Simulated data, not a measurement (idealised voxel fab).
process module | voxel wiring stack
cross-section cut | 155 nm wide | cells 5 nm
A cross-section is a grid of square cells, given in bands from the top down. A band is one or more rows of cells.
Each band's line starts with the height of the band's top and of its bottom, in nm. Then come its materials from left to right, each with its width in nm. One material with "throughout" fills the band from edge to edge. "air" is empty space.
Height 0 is the level under which the wafer as received is all one material. The lowest band goes on downwards, as in "0 down".
A width such as "30 to 40" changes by the same amount from each row of cells to the next, from the band's top row to its bottom row.
"no change" after a step means that no cell of the cross-section changed.
closed voids: empty space of 8 cells or more with no open way to the top, each as width x height at its distance from the left edge, in nm
after a step's settings: what the simulator itself notes on the step
overlay nm, on a step with a mask: how far to the right of its planned place the mask lay; to the left if negative
plan
1 op RECEIVE | material Si
2 op CONFORMAL_DEP | material SiO2 | thk nm 10
3 op DIRECTIONAL_DEP | material TiN | thk nm 5
4 op DIRECTIONAL_DEP | material Ru | thk nm 25
5 op PATTERN | tone cover | mask id METAL_1 | material resist | width nm 30 | pitch nm 45 | thk nm 20 | overlay nm 0
6 op DIRECTIONAL_ETCH | etch materials Ru | depth nm 25
7 op DIRECTIONAL_ETCH | etch materials TiN | depth nm 5
8 op STRIP | etch materials resist
9 op CONFORMAL_DEP | material SiN | thk nm 5
10 op FILL_DEP | material SiO2 | thk nm 5
11 op CMP | height nm 40
12 op CONFORMAL_DEP | material SiCN | thk nm 5
13 op DIRECTIONAL_DEP | material SiO2 | thk nm 30
14 op DIRECTIONAL_DEP | material aC | thk nm 10
15 op PATTERN | tone open | mask id METAL_2_HOLES | material resist | width nm 15 | pitch nm 45 | thk nm 25 | overlay nm 0
16 op DIRECTIONAL_ETCH | etch materials aC | depth nm 10
17 op STRIP | etch materials resist
18 op DIRECTIONAL_ETCH | etch materials SiO2 | depth nm 30
19 op STRIP | etch materials aC
20 op DIRECTIONAL_DEP | material aC | thk nm 15
21 op PATTERN | tone open | mask id METAL_2 | material resist | width nm 30 | pitch nm 45 | thk nm 35 | overlay nm 0
22 op DIRECTIONAL_ETCH | etch materials aC | depth nm 15
23 op STRIP | etch materials resist
24 op DIRECTIONAL_ETCH | etch materials SiO2 | depth nm 15
25 op DIRECTIONAL_ETCH | etch materials SiCN | depth nm 5
26 op STRIP | etch materials aC
27 op CONFORMAL_DEP | material TiN | thk nm 5
28 op FILL_DEP | material Cu | thk nm 5
29 op CMP | height nm 75
30 op CONFORMAL_DEP | material SiCN | thk nm 5
31 op DIRECTIONAL_DEP | material lowk | thk nm 10
32 op DIRECTIONAL_DEP | material aC | thk nm 15
33 op PATTERN | tone open | mask id PLUG_2 | material resist | width nm 15 | pitch nm 45 | thk nm 30 | overlay nm 0
34 op DIRECTIONAL_ETCH | etch materials aC | depth nm 15
35 op STRIP | etch materials resist
36 op DIRECTIONAL_ETCH | etch materials lowk | depth nm 10
37 op DIRECTIONAL_ETCH | etch materials SiCN | depth nm 5
38 op STRIP | etch materials aC
39 op CONFORMAL_DEP | material TiN | thk nm 5
40 op FILL_DEP | material Cu | thk nm 5
41 op CMP | height nm 90
42 op DIRECTIONAL_DEP | material TiN | thk nm 5
43 op DIRECTIONAL_DEP | material W | thk nm 20
44 op DIRECTIONAL_DEP | material aC | thk nm 15
45 op PATTERN | tone cover | mask id METAL_3 | material resist | width nm 30 | pitch nm 45 | thk nm 30 | overlay nm 0
46 op DIRECTIONAL_ETCH | etch materials aC | depth nm 15
47 op STRIP | etch materials resist
48 op DIRECTIONAL_ETCH | etch materials W | depth nm 20
49 op DIRECTIONAL_ETCH | etch materials TiN | depth nm 5
50 op STRIP | etch materials aC
51 op CONFORMAL_DEP | material SiN | thk nm 5
52 op FILL_DEP | material lowk | thk nm 5
53 op CMP | height nm 115
54 op CONFORMAL_DEP | material SiN | thk nm 5
as received, after step 1
  0 down: Si throughout
  closed voids: none
first wafer at the end, as planned
  120 to 115: SiN throughout
  115 to 95: lowk 10 | SiN 5 | W 30 | SiN 5 | lowk 5 | SiN 5 | W 30 | SiN 5 | lowk 5 | SiN 5 | W 30 | SiN 5 | lowk 15
  95 to 90: SiN 15 | TiN 30 | SiN 15 | TiN 30 | SiN 15 | TiN 30 | SiN 20
  90 to 80: lowk 15 | TiN 5 | Cu 5 | TiN 5 | lowk 30 | TiN 5 | Cu 5 | TiN 5 | lowk 30 | TiN 5 | Cu 5 | TiN 5 | lowk 35
  80 to 75: SiCN 15 | TiN 15 | SiCN 30 | TiN 15 | SiCN 30 | TiN 15 | SiCN 35
  75 to 65: SiO2 15 | TiN 5 | Cu 20 | TiN 5 | SiO2 15 | TiN 5 | Cu 20 | TiN 5 | SiO2 15 | TiN 5 | Cu 20 | TiN 5 | SiO2 20
  65 to 60: SiO2 15 | TiN 5 | Cu 5 | TiN 20 | SiO2 15 | TiN 5 | Cu 5 | TiN 20 | SiO2 15 | TiN 5 | Cu 5 | TiN 20 | SiO2 20
  60 to 45: SiO2 15 | TiN 5 | Cu 5 | TiN 5 | SiO2 30 | TiN 5 | Cu 5 | TiN 5 | SiO2 30 | TiN 5 | Cu 5 | TiN 5 | SiO2 35
  45 to 40: SiCN 15 | TiN 15 | SiCN 30 | TiN 15 | SiCN 30 | TiN 15 | SiCN 35
  40 to 15: SiO2 10 | SiN 5 | Ru 30 | SiN 5 | SiO2 5 | SiN 5 | Ru 30 | SiN 5 | SiO2 5 | SiN 5 | Ru 30 | SiN 5 | SiO2 15
  15 to 10: SiN 15 | TiN 30 | SiN 15 | TiN 30 | SiN 15 | TiN 30 | SiN 20
  10 to 0: SiO2 throughout
  0 down: Si throughout
  closed voids: none
second wafer at the end: like start, like plan, one mistake
  120 to 115: SiN throughout
  115 to 95: lowk 10 | SiN 5 | W 30 | SiN 5 | lowk 5 | SiN 5 | W 30 | SiN 5 | lowk 5 | SiN 5 | W 30 | SiN 5 | lowk 15
  95 to 90: SiN 15 | TiN 30 | SiN 15 | TiN 30 | SiN 15 | TiN 30 | SiN 20
  90 to 80: lowk 15 | TiN 5 | Cu 5 | TiN 5 | lowk 30 | TiN 5 | Cu 5 | TiN 5 | lowk 30 | TiN 5 | Cu 5 | TiN 5 | lowk 35
  80 to 75: SiCN 15 | TiN 15 | SiCN 30 | TiN 15 | SiCN 30 | TiN 15 | SiCN 35
  75 to 45: Ru throughout
  45 to 40: SiCN throughout
  40 to 15: SiO2 10 | SiN 5 | Ru 30 | SiN 5 | SiO2 5 | SiN 5 | Ru 30 | SiN 5 | SiO2 5 | SiN 5 | Ru 30 | SiN 5 | SiO2 15
  15 to 10: SiN 15 | TiN 30 | SiN 15 | TiN 30 | SiN 15 | TiN 30 | SiN 20
  10 to 0: SiO2 throughout
  0 down: Si throughout
  closed voids: none
what went wrong: step 13 ran as: op DIRECTIONAL_DEP | material Ru | thk nm 30
at the end the second wafer has, in cells: 36 fewer of Cu | 186 more of Ru | 9 more of SiCN | 105 fewer of SiO2 | 54 fewer of TiN
